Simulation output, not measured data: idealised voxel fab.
process module | voxel spacer lines
cross-section cut | 150 nm wide | cells 5 nm
A cross-section is a grid of square cells, given in bands from the top down. A band is one or more rows of cells.
Each band's line starts with the height of the band's top and of its bottom, in nm. Then come its materials from left to right, each with its width in nm. One material with "throughout" fills the band from edge to edge. "air" is empty space.
Height 0 is the level under which the wafer as received is all one material. The lowest band goes on downwards, as in "0 down".
A width such as "30 to 40" changes by the same amount from each row of cells to the next, from the band's top row to its bottom row.
"no change" after a step means that no cell of the cross-section changed.
closed voids: empty space of 8 cells or more with no open way to the top, each as width x height at its distance from the left edge, in nm
after a step's settings: what the simulator itself notes on the step
overlay nm, on a step with a mask: how far to the right of its planned place the mask lay; to the left if negative
plan
1 op RECEIVE | material Si
2 op CONFORMAL_DEP | material Al2O3 | thk nm 5
3 op DIRECTIONAL_DEP | material SiN | thk nm 20
4 op DIRECTIONAL_DEP | material aC | thk nm 20
5 op PATTERN | tone cover | mask id MANDREL | material resist | width nm 25 | pitch nm 80 | thk nm 30 | overlay nm 0
6 op DIRECTIONAL_ETCH | etch materials aC | depth nm 20
7 op STRIP | etch materials resist
8 op CONFORMAL_DEP | material SiO2 | thk nm 15
9 op DIRECTIONAL_ETCH | etch materials SiO2 | depth nm 15
10 op STRIP | etch materials aC
11 op DIRECTIONAL_ETCH | etch materials SiN | depth nm 20
12 op STRIP | etch materials SiO2
as received, after step 1
  0 down: Si throughout
  closed voids: none
first wafer at the end, as planned
  25 to 5: air 5 | SiN 15 | air 25 | SiN 15 | air 25 | SiN 15 | air 25 | SiN 15 | air 10
  5 to 0: Al2O3 throughout
  0 down: Si throughout
  closed voids: none
second wafer at the end: like start, like plan, one mistake
  60 to 45: air 5 | Al2O3 55 | air 25 | Al2O3 55 | air 10
  45 to 40: air 5 | Al2O3 15 | aC 25 | Al2O3 15 | air 25 | Al2O3 15 | aC 25 | Al2O3 15 | air 10
  40 to 25: Al2O3 20 | aC 25 | Al2O3 55 | aC 25 | Al2O3 25
  25 to 5: SiN throughout
  5 to 0: Al2O3 throughout
  0 down: Si throughout
  closed voids: none
what went wrong: step 8 ran as: op CONFORMAL_DEP | material Al2O3 | thk nm 15
at the end the second wafer has, in cells: 138 more of Al2O3 | 72 more of SiN | 40 more of aC
